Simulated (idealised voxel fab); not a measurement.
Presented below is a process module, voxel self aligned vias.
The cross-section shown here is cut; it is 235 nm wide and divided into square cells measuring 5 nm on a side.
Reading order for cross-sections: top band down to bottom band. Underlying form: a grid of square cells. Band size: one or more rows of cells.
It is stipulated that each band's entry specify, in nanometres, the height of the top of the band and then that of its bottom, followed by the materials of the band in left-to-right sequence, each together with its width in nanometres. A single material marked by the word "full width" is understood to fill the band from edge to edge; the word "empty" is understood to denote empty space.
Heads up on the height convention: 0 is the point under which the incoming wafer is all one material, and the lowest band has no bottom, it just keeps going down, like "z 0 and below".
Width "30->40": first value at the band's top row of cells, second value at its bottom row, equal change from row to row.
Where a step carries "all unchanged", the cross-section came out of it unchanged, cell for cell.
Closed cavities: empty space of 8 cells or more with no open way to the top, each as width x height at its distance from the left edge, in nm
Note: text after step settings on the step line = simulator remark on that step.
Among the settings permitted on a step's line is "overlay nm"; applied to a step with a mask, it specifies the extent to which the mask lay to the right of its planned position, whereas a negative figure signifies a position to the left.
## The planned process steps are enumerated hereunder
| 1 | RECEIVE (material Si) |
| 2 | CONFORMAL_DEP (material SiO2; thk nm 15) |
| 3 | CONFORMAL_DEP (material SiCN; thk nm 5) |
| 4 | DIRECTIONAL_DEP (material SiO2; thk nm 30) |
| 5 | MASKED_ETCH (tone open; mask id LINES; width nm 30; pitch nm 70; etch materials SiO2; depth nm 30; overlay nm 0) |
| 6 | CONFORMAL_DEP (material TiN; thk nm 5) |
| 7 | FILL_DEP (material W; thk nm 10) |
| 8 | CMP (height nm 50) |
| 9 | SELECTIVE_ETCH (etch materials W Ru TiN; depth nm 10) |
| 10 | FILL_DEP (material SiN; thk nm 5) |
| 11 | CMP (height nm 50) |
| 12 | DIRECTIONAL_DEP (material SiO2; thk nm 20) |
| 13 | PATTERN (tone open; mask id VIAS; material resist; width nm 50; pitch nm 140; thk nm 20; overlay nm 0) |
| 14 | DIRECTIONAL_ETCH (etch materials SiO2; depth nm 20) |
| 15 | DIRECTIONAL_ETCH (etch materials SiN; depth nm 10) |
| 16 | STRIP (etch materials resist) |
| 17 | CONFORMAL_DEP (material TiN; thk nm 5) |
| 18 | FILL_DEP (material W; thk nm 10) |
| 19 | CMP (height nm 70) |
| 20 | CONFORMAL_DEP (material SiN; thk nm 5) |
## As-received wafer cross-section (after step 1)
z 0 and below  Si full width
Closed cavities: none
## End-of-module cross-section. Starting structure and process plan as above; one mistake made in running it
z 75 to 70  SiN full width
z 70 to 55  15 SiO2 | 5 TiN | 40 W | 5 TiN | 90 SiO2 | 5 TiN | 40 W | 5 TiN | 30 SiO2
z 55 to 50  15 SiO2 | 20 TiN | 20 W | 10 TiN | 90 SiO2 | 20 TiN | 20 W | 10 TiN | 30 SiO2
z 50 to 45  30 SiO2 | 5 TiN | 20 W | 5 TiN | 40 SiO2 | 30 SiN | 40 SiO2 | 5 TiN | 20 W | 5 TiN | 35 SiO2
z 45 to 40  30 SiO2 | 30 TiN | 40 SiO2 | 30 SiN | 40 SiO2 | 30 TiN | 35 SiO2
z 40 to 25  30 SiO2 | 5 TiN | 20 W | 5 TiN | 40 SiO2 | 5 TiN | 20 W | 5 TiN | 40 SiO2 | 5 TiN | 20 W | 5 TiN | 35 SiO2
z 25 to 20  30 SiO2 | 30 TiN | 40 SiO2 | 30 TiN | 40 SiO2 | 30 TiN | 35 SiO2
z 20 to 15  SiCN full width
z 15 to 0  SiO2 full width
z 0 and below  Si full width
Closed cavities: none
What was the processing mistake? so step 13 ended up running with a different setting than we planned, it ran as PATTERN (tone open; mask id VIAS; material resist; width nm 50; pitch nm 140; thk nm 20; overlay nm -5)
